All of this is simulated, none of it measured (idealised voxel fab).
process module | voxel gate over fins
The cross-section on display is named cut; it measures 290 nm wide, and its cells are 5 nm squares.
Notation: cross-section as square-cell grid; stated in bands, top first, going down; one or more cell rows per band. This entry defines a band. It first specifies the height of the band's top and the height of its bottom in nm, and then specifies the band's materials from left to right, stating each material with its width in nm. The word "all across" identifies a single material that fills the band from edge to edge, while the word "blank" identifies empty space. The reference from which all heights are counted is 0, the level beneath which the as-received wafer is entirely one material; the lowest band, having no lower bound, proceeds downward and is written after the example "0 -> down". When a width is written as two numbers, as in "30..40", the first number is the width in the top row of cells of the band and the second is the width in its bottom row, and the width changes by the same amount from each row to the next. Any step labelled "same as before" changed none of the cells in the cross-section. Basically, "Enclosed void listing" tells you about the enclosed voids: empty spaces with no open way to the top, 8 cells or bigger, each written width x height at distance, where distance is from the left edge, all in nm. Whatever follows a step's settings on its line is a remark the simulator itself makes about that step. overlay nm: for a step with a mask, the amount by which the mask lay right of where it was planned; a negative amount means left of it. Read the rest as pairs. Take the cross-section before one process step, then the cross-section after it, which shows only down to the lowest band that changed. Under the pair, find the step between them and its settings. Bear in mind that pairs may come from different runs of this module on the same starting wafer: link a pair to the pair above it only where its entry headed "before" says to.
Before:
> 0 -> -15 = blank 125 nm, Si 10 nm, blank 25 nm, Si 10 nm, blank 120 nm
> -15 -> -40 = SiO2 125 nm, Si 10 nm, SiO2 25 nm, Si 10 nm, SiO2 120 nm
> -40 -> down = Si all across
> Enclosed void listing: none
Section After Processing:
> 5 -> 0 = blank 120 nm, HfO2 20 nm, blank 15 nm, HfO2 20 nm, blank 115 nm
> 0 -> -10 = blank 120 nm, HfO2 5 nm, Si 10 nm, HfO2 5 nm, blank 15 nm, HfO2 5 nm, Si 10 nm, HfO2 5 nm, blank 115 nm
> -10 -> -15 = HfO2 125 nm, Si 10 nm, HfO2 25 nm, Si 10 nm, HfO2 120 nm
> Nothing below the height -15 has changed.
> Enclosed void listing: none
Here is the step that sits between the two cross-sections above: CONFORMAL_DEP | material HfO2 | thk nm 5
before: this step begins from the cross-section that the pair just above shows after its step.
Section After Processing:
> 10 -> 5 = blank 115 nm, TiN 30 nm, blank 5 nm, TiN 30 nm, blank 110 nm
> 5 -> 0 = blank 115 nm, TiN 5 nm, HfO2 20 nm, TiN 5 nm, blank 5 nm, TiN 5 nm, HfO2 20 nm, TiN 5 nm, blank 110 nm
> 0 -> -5 = blank 115 nm, TiN 5 nm, HfO2 5 nm, Si 10 nm, HfO2 5 nm, TiN 5 nm, blank 5 nm, TiN 5 nm, HfO2 5 nm, Si 10 nm, HfO2 5 nm, TiN 5 nm, blank 110 nm
> -5 -> -10 = TiN 120 nm, HfO2 5 nm, Si 10 nm, HfO2 5 nm, TiN 15 nm, HfO2 5 nm, Si 10 nm, HfO2 5 nm, TiN 115 nm
> Nothing below the height -10 has changed.
> Enclosed void listing: none
Here is the step that sits between the two cross-sections above: CONFORMAL_DEP | material TiN | thk nm 5
before: this step begins from the cross-section that the pair just above shows after its step.
Section After Processing:
> 20 -> 10 = W all across
> 10 -> 5 = W 115 nm, TiN 30 nm, W 5 nm, TiN 30 nm, W 110 nm
> 5 -> 0 = W 115 nm, TiN 5 nm, HfO2 20 nm, TiN 5 nm, W 5 nm, TiN 5 nm, HfO2 20 nm, TiN 5 nm, W 110 nm
> 0 -> -5 = W 115 nm, TiN 5 nm, HfO2 5 nm, Si 10 nm, HfO2 5 nm, TiN 5 nm, W 5 nm, TiN 5 nm, HfO2 5 nm, Si 10 nm, HfO2 5 nm, TiN 5 nm, W 110 nm
> Nothing below the height -5 has changed.
> Enclosed void listing: none
Here is the step that sits between the two cross-sections above: FILL_DEP | material W | thk nm 10
before: this step begins from the cross-section that the pair just above shows after its step.
Section After Processing:
> 15 -> 10 = W all across
> Nothing below the height 10 has changed.
> Enclosed void listing: none
Here is the step that sits between the two cross-sections above: CMP | height nm 15
before: this step begins from the cross-section that the pair just above shows after its step.
Section After Processing:
> 25 -> 15 = SiCN all across
> Nothing below the height 15 has changed.
> Enclosed void listing: none
Here is the step that sits between the two cross-sections above: CONFORMAL_DEP | material SiCN | thk nm 10
Before:
> 10 -> 0 = SiN all across
> 0 -> down = Si all across
> Enclosed void listing: none
Section After Processing:
> 30 -> 10 = blank 125 nm, resist 15 nm, blank 20 nm, resist 15 nm, blank 115 nm
> Nothing below the height 10 has changed.
> Enclosed void listing: none
Here is the step that sits between the two cross-sections above: PATTERN | tone cover | mask id FINS | material resist | width nm 15 | pitch nm 35 | thk nm 20 | overlay nm 5
before: this step begins from the cross-section that the pair just above shows after its step.
Section After Processing:
> 30 -> 10 = blank 125 nm, resist 15 nm, blank 20 nm, resist 15 nm, blank 115 nm
> 10 -> 0 = blank 125 nm, SiN 15 nm, blank 20 nm, SiN 15 nm, blank 115 nm
> Nothing below the height 0 has changed.
> Enclosed void listing: none
Here is the step that sits between the two cross-sections above: DIRECTIONAL_ETCH | etch materials SiN | depth nm 10
before: this step begins from the cross-section that the pair just above shows after its step.
Section After Processing:
> 30 -> 10 = blank 125 nm, resist 15 nm, blank 20 nm, resist 15 nm, blank 115 nm
> 10 -> 0 = blank 125 nm, SiN 15 nm, blank 20 nm, SiN 15 nm, blank 115 nm
> 0 -> -35 = blank 125 nm, Si 15 nm, blank 20 nm, Si 15 nm, blank 115 nm
> Nothing below the height -35 has changed.
> Enclosed void listing: none
Here is the step that sits between the two cross-sections above: DIRECTIONAL_ETCH | etch materials Si | depth nm 35
before: this step begins from the cross-section that the pair just above shows after its step.
Section After Processing:
> 10 -> 0 = blank 125 nm, SiN 15 nm, blank 20 nm, SiN 15 nm, blank 115 nm
> Nothing below the height 0 has changed.
> Enclosed void listing: none
Here is the step that sits between the two cross-sections above: STRIP | etch materials resist
before: this step begins from the cross-section that the pair just above shows after its step.
Section After Processing:
> 10 -> 0 = blank 125 nm, SiN 15 nm, blank 20 nm, SiN 15 nm, blank 115 nm
> 0 -> -35 = blank 125 nm, SiO2 5 nm, Si 5 nm, SiO2 5 nm, blank 20 nm, SiO2 5 nm, Si 5 nm, SiO2 5 nm, blank 115 nm
> -35 -> -40 = SiO2 130 nm, Si 5 nm, SiO2 30 nm, Si 5 nm, SiO2 120 nm
> Nothing below the height -40 has changed.
> Enclosed void listing: none
Here is the step that sits between the two cross-sections above: OXIDIZE | depth nm 5
before: this step begins from the cross-section that the pair just above shows after its step.
Section After Processing:
> 20 -> 10 = SiO2 all across
> 10 -> 0 = SiO2 125 nm, SiN 15 nm, SiO2 20 nm, SiN 15 nm, SiO2 115 nm
> 0 -> -40 = SiO2 130 nm, Si 5 nm, SiO2 30 nm, Si 5 nm, SiO2 120 nm
> Nothing below the height -40 has changed.
> Enclosed void listing: none
Here is the step that sits between the two cross-sections above: FILL_DEP | material SiO2 | thk nm 10
before: this step begins from the cross-section that the pair just above shows after its step.
Section After Processing:
> 10 -> 0 = SiO2 125 nm, SiN 15 nm, SiO2 20 nm, SiN 15 nm, SiO2 115 nm
> Nothing below the height 0 has changed.
> Enclosed void listing: none
Here is the step that sits between the two cross-sections above: CMP | height nm 10
before: this step begins from the cross-section that the pair just above shows after its step.
Section After Processing:
> 10 -> 0 = blank 125 nm, SiN 15 nm, blank 20 nm, SiN 15 nm, blank 115 nm
> 0 -> -15 = blank 130 nm, Si 5 nm, blank 30 nm, Si 5 nm, blank 120 nm
> Nothing below the height -15 has changed.
> Enclosed void listing: none
Here is the step that sits between the two cross-sections above: SELECTIVE_ETCH | etch materials SiO2 | depth nm 25
before: this step begins from the cross-section that the pair just above shows after its step.
Section After Processing:
> 0 -> -15 = blank 130 nm, Si 5 nm, blank 30 nm, Si 5 nm, blank 120 nm
> Nothing below the height -15 has changed.
> Enclosed void listing: none
Here is the step that sits between the two cross-sections above: STRIP | etch materials SiN
before: this step begins from the cross-section that the pair just above shows after its step.
Section After Processing:
> 5 -> 0 = blank 125 nm, HfO2 15 nm, blank 20 nm, HfO2 15 nm, blank 115 nm
> 0 -> -10 = blank 125 nm, HfO2 5 nm, Si 5 nm, HfO2 5 nm, blank 20 nm, HfO2 5 nm, Si 5 nm, HfO2 5 nm, blank 115 nm
> -10 -> -15 = HfO2 130 nm, Si 5 nm, HfO2 30 nm, Si 5 nm, HfO2 120 nm
> Nothing below the height -15 has changed.
> Enclosed void listing: none
Here is the step that sits between the two cross-sections above: CONFORMAL_DEP | material HfO2 | thk nm 5
before: this step begins from the cross-section that the pair just above shows after its step.
Section After Processing:
> 10 -> 5 = blank 120 nm, TiN 25 nm, blank 10 nm, TiN 25 nm, blank 110 nm
> 5 -> 0 = blank 120 nm, TiN 5 nm, HfO2 15 nm, TiN 5 nm, blank 10 nm, TiN 5 nm, HfO2 15 nm, TiN 5 nm, blank 110 nm
> 0 -> -5 = blank 120 nm, TiN 5 nm, HfO2 5 nm, Si 5 nm, HfO2 5 nm, TiN 5 nm, blank 10 nm, TiN 5 nm, HfO2 5 nm, Si 5 nm, HfO2 5 nm, TiN 5 nm, blank 110 nm
> -5 -> -10 = TiN 125 nm, HfO2 5 nm, Si 5 nm, HfO2 5 nm, TiN 20 nm, HfO2 5 nm, Si 5 nm, HfO2 5 nm, TiN 115 nm
> Nothing below the height -10 has changed.
> Enclosed void listing: none
Here is the step that sits between the two cross-sections above: CONFORMAL_DEP | material TiN | thk nm 5
before: this step begins from the cross-section that the pair just above shows after its step.
Section After Processing:
> 20 -> 10 = W all across
> 10 -> 5 = W 120 nm, TiN 25 nm, W 10 nm, TiN 25 nm, W 110 nm
> 5 -> 0 = W 120 nm, TiN 5 nm, HfO2 15 nm, TiN 5 nm, W 10 nm, TiN 5 nm, HfO2 15 nm, TiN 5 nm, W 110 nm
> 0 -> -5 = W 120 nm, TiN 5 nm, HfO2 5 nm, Si 5 nm, HfO2 5 nm, TiN 5 nm, W 10 nm, TiN 5 nm, HfO2 5 nm, Si 5 nm, HfO2 5 nm, TiN 5 nm, W 110 nm
> Nothing below the height -5 has changed.
> Enclosed void listing: none
Here is the step that sits between the two cross-sections above: FILL_DEP | material W | thk nm 10
before: this step begins from the cross-section that the pair just above shows after its step.
Section After Processing:
> 15 -> 10 = W all across
> Nothing below the height 10 has changed.
> Enclosed void listing: none
Here is the step that sits between the two cross-sections above: CMP | height nm 15
before: this step begins from the cross-section that the pair just above shows after its step.
Section After Processing:
> 25 -> 15 = SiCN all across
> Nothing below the height 15 has changed.
> Enclosed void listing: none
Here is the step that sits between the two cross-sections above: CONFORMAL_DEP | material SiCN | thk nm 10
Before:
> 5 -> 0 = blank 120 nm, HfO2 15 nm, blank 20 nm, HfO2 15 nm, blank 120 nm
> 0 -> -10 = blank 120 nm, HfO2 5 nm, Si 5 nm, HfO2 5 nm, blank 20 nm, HfO2 5 nm, Si 5 nm, HfO2 5 nm, blank 120 nm
> -10 -> -15 = HfO2 125 nm, Si 5 nm, HfO2 30 nm, Si 5 nm, HfO2 125 nm
> -15 -> -40 = SiO2 125 nm, Si 5 nm, SiO2 30 nm, Si 5 nm, SiO2 125 nm
> -40 -> down = Si all across
> Enclosed void listing: none
Section After Processing:
> 10 -> 5 = blank 115 nm, SiO2 25 nm, blank 10 nm, SiO2 25 nm, blank 115 nm
> 5 -> 0 = blank 115 nm, SiO2 5 nm, HfO2 15 nm, SiO2 5 nm, blank 10 nm, SiO2 5 nm, HfO2 15 nm, SiO2 5 nm, blank 115 nm
> 0 -> -5 = blank 115 nm, SiO2 5 nm, HfO2 5 nm, Si 5 nm, HfO2 5 nm, SiO2 5 nm, blank 10 nm, SiO2 5 nm, HfO2 5 nm, Si 5 nm, HfO2 5 nm, SiO2 5 nm, blank 115 nm
> -5 -> -10 = SiO2 120 nm, HfO2 5 nm, Si 5 nm, HfO2 5 nm, SiO2 20 nm, HfO2 5 nm, Si 5 nm, HfO2 5 nm, SiO2 120 nm
> Nothing below the height -10 has changed.
> Enclosed void listing: none
Here is the step that sits between the two cross-sections above: CONFORMAL_DEP | material SiO2 | thk nm 5
before: this step begins from the cross-section that the pair just above shows after its step.
Section After Processing:
> 20 -> 10 = W all across
> 10 -> 5 = W 115 nm, SiO2 25 nm, W 10 nm, SiO2 25 nm, W 115 nm
> 5 -> 0 = W 115 nm, SiO2 5 nm, HfO2 15 nm, SiO2 5 nm, W 10 nm, SiO2 5 nm, HfO2 15 nm, SiO2 5 nm, W 115 nm
> 0 -> -5 = W 115 nm, SiO2 5 nm, HfO2 5 nm, Si 5 nm, HfO2 5 nm, SiO2 5 nm, W 10 nm, SiO2 5 nm, HfO2 5 nm, Si 5 nm, HfO2 5 nm, SiO2 5 nm, W 115 nm
> Nothing below the height -5 has changed.
> Enclosed void listing: none
Here is the step that sits between the two cross-sections above: FILL_DEP | material W | thk nm 10
before: this step begins from the cross-section that the pair just above shows after its step.
Section After Processing:
> 15 -> 10 = W all across
> Nothing below the height 10 has changed.
> Enclosed void listing: none
Here is the step that sits between the two cross-sections above: CMP | height nm 15
before: this step begins from the cross-section that the pair just above shows after its step.
Section After Processing:
> 25 -> 15 = SiCN all across
> Nothing below the height 15 has changed.
> Enclosed void listing: none
Here is the step that sits between the two cross-sections above: CONFORMAL_DEP | material SiCN | thk nm 10
Before:
> 10 -> 0 = SiN all across
> 0 -> down = Si all across
> Enclosed void listing: none
Section After Processing:
> 30 -> 10 = resist 120 nm, blank 15 nm, resist 20 nm, blank 15 nm, resist 120 nm
> Nothing below the height 10 has changed.
> Enclosed void listing: none
Here is the step that sits between the two cross-sections above: PATTERN | tone open | mask id FINS | material resist | width nm 15 | pitch nm 35 | thk nm 20 | overlay nm 0
before: this step begins from the cross-section that the pair just above shows after its step.
Section After Processing:
> 30 -> 10 = resist 120 nm, blank 15 nm, resist 20 nm, blank 15 nm, resist 120 nm
> 10 -> 0 = SiN 120 nm, blank 15 nm, SiN 20 nm, blank 15 nm, SiN 120 nm
> Nothing below the height 0 has changed.
> Enclosed void listing: none
Here is the step that sits between the two cross-sections above: DIRECTIONAL_ETCH | etch materials SiN | depth nm 10
before: this step begins from the cross-section that the pair just above shows after its step.
Section After Processing:
> 30 -> 10 = resist 120 nm, blank 15 nm, resist 20 nm, blank 15 nm, resist 120 nm
> 10 -> 0 = SiN 120 nm, blank 15 nm, SiN 20 nm, blank 15 nm, SiN 120 nm
> 0 -> -35 = Si 120 nm, blank 15 nm, Si 20 nm, blank 15 nm, Si 120 nm
> Nothing below the height -35 has changed.
> Enclosed void listing: none
Here is the step that sits between the two cross-sections above: DIRECTIONAL_ETCH | etch materials Si | depth nm 35
before: this step begins from the cross-section that the pair just above shows after its step.
Section After Processing:
> 10 -> 0 = SiN 120 nm, blank 15 nm, SiN 20 nm, blank 15 nm, SiN 120 nm
> Nothing below the height 0 has changed.
> Enclosed void listing: none
Here is the step that sits between the two cross-sections above: STRIP | etch materials resist
before: this step begins from the cross-section that the pair just above shows after its step.
Section After Processing:
> 10 -> 0 = SiN 120 nm, blank 15 nm, SiN 20 nm, blank 15 nm, SiN 120 nm
> 0 -> -35 = Si 115 nm, SiO2 5 nm, blank 15 nm, SiO2 5 nm, Si 10 nm, SiO2 5 nm, blank 15 nm, SiO2 5 nm, Si 115 nm
> -35 -> -40 = Si 115 nm, SiO2 25 nm, Si 10 nm, SiO2 25 nm, Si 115 nm
> Nothing below the height -40 has changed.
> Enclosed void listing: none
Here is the step that sits between the two cross-sections above: OXIDIZE | depth nm 5
before: this step begins from the cross-section that the pair just above shows after its step.
Section After Processing:
> 20 -> 10 = SiO2 all across
> 10 -> 0 = SiN 120 nm, SiO2 15 nm, SiN 20 nm, SiO2 15 nm, SiN 120 nm
> 0 -> -40 = Si 115 nm, SiO2 25 nm, Si 10 nm, SiO2 25 nm, Si 115 nm
> Nothing below the height -40 has changed.
> Enclosed void listing: none
Here is the step that sits between the two cross-sections above: FILL_DEP | material SiO2 | thk nm 10
before: this step begins from the cross-section that the pair just above shows after its step.
Section After Processing:
> 10 -> 0 = SiN 120 nm, SiO2 15 nm, SiN 20 nm, SiO2 15 nm, SiN 120 nm
> Nothing below the height 0 has changed.
> Enclosed void listing: none
Here is the step that sits between the two cross-sections above: CMP | height nm 10
before: this step begins from the cross-section that the pair just above shows after its step.
Section After Processing:
> 10 -> 0 = SiN 120 nm, blank 15 nm, SiN 20 nm, blank 15 nm, SiN 120 nm
> 0 -> -15 = Si 115 nm, blank 25 nm, Si 10 nm, blank 25 nm, Si 115 nm
> Nothing below the height -15 has changed.
> Enclosed void listing: none
Here is the step that sits between the two cross-sections above: SELECTIVE_ETCH | etch materials SiO2 | depth nm 25
before: this step begins from the cross-section that the pair just above shows after its step.
Section After Processing:
> 0 -> -15 = Si 115 nm, blank 25 nm, Si 10 nm, blank 25 nm, Si 115 nm
> Nothing below the height -15 has changed.
> Enclosed void listing: none
Here is the step that sits between the two cross-sections above: STRIP | etch materials SiN
before: this step begins from the cross-section that the pair just above shows after its step.
Section After Processing:
> 5 -> 0 = HfO2 120 nm, blank 15 nm, HfO2 20 nm, blank 15 nm, HfO2 120 nm
> 0 -> -10 = Si 115 nm, HfO2 5 nm, blank 15 nm, HfO2 5 nm, Si 10 nm, HfO2 5 nm, blank 15 nm, HfO2 5 nm, Si 115 nm
> -10 -> -15 = Si 115 nm, HfO2 25 nm, Si 10 nm, HfO2 25 nm, Si 115 nm
> Nothing below the height -15 has changed.
> Enclosed void listing: none
Here is the step that sits between the two cross-sections above: CONFORMAL_DEP | material HfO2 | thk nm 5
before: this step begins from the cross-section that the pair just above shows after its step.
Section After Processing:
> 10 -> 5 = TiN 125 nm, blank 5 nm, TiN 30 nm, blank 5 nm, TiN 125 nm
> 5 -> 0 = HfO2 120 nm, TiN 5 nm, blank 5 nm, TiN 5 nm, HfO2 20 nm, TiN 5 nm, blank 5 nm, TiN 5 nm, HfO2 120 nm
> 0 -> -5 = Si 115 nm, HfO2 5 nm, TiN 5 nm, blank 5 nm, TiN 5 nm, HfO2 5 nm, Si 10 nm, HfO2 5 nm, TiN 5 nm, blank 5 nm, TiN 5 nm, HfO2 5 nm, Si 115 nm
> -5 -> -10 = Si 115 nm, HfO2 5 nm, TiN 15 nm, HfO2 5 nm, Si 10 nm, HfO2 5 nm, TiN 15 nm, HfO2 5 nm, Si 115 nm
> Nothing below the height -10 has changed.
> Enclosed void listing: none
Here is the step that sits between the two cross-sections above: CONFORMAL_DEP | material TiN | thk nm 5
before: this step begins from the cross-section that the pair just above shows after its step.
Section After Processing:
> 20 -> 10 = W all across
> 10 -> 5 = TiN 125 nm, W 5 nm, TiN 30 nm, W 5 nm, TiN 125 nm
> 5 -> 0 = HfO2 120 nm, TiN 5 nm, W 5 nm, TiN 5 nm, HfO2 20 nm, TiN 5 nm, W 5 nm, TiN 5 nm, HfO2 120 nm
> 0 -> -5 = Si 115 nm, HfO2 5 nm, TiN 5 nm, W 5 nm, TiN 5 nm, HfO2 5 nm, Si 10 nm, HfO2 5 nm, TiN 5 nm, W 5 nm, TiN 5 nm, HfO2 5 nm, Si 115 nm
> Nothing below the height -5 has changed.
> Enclosed void listing: none
Here is the step that sits between the two cross-sections above: FILL_DEP | material W | thk nm 10
before: this step begins from the cross-section that the pair just above shows after its step.
Section After Processing:
> 15 -> 10 = W all across
> Nothing below the height 10 has changed.
> Enclosed void listing: none
Here is the step that sits between the two cross-sections above: CMP | height nm 15
before: this step begins from the cross-section that the pair just above shows after its step.
Section After Processing:
> 25 -> 15 = SiCN all across
> Nothing below the height 15 has changed.
> Enclosed void listing: none
Here is the step that sits between the two cross-sections above: CONFORMAL_DEP | material SiCN | thk nm 10
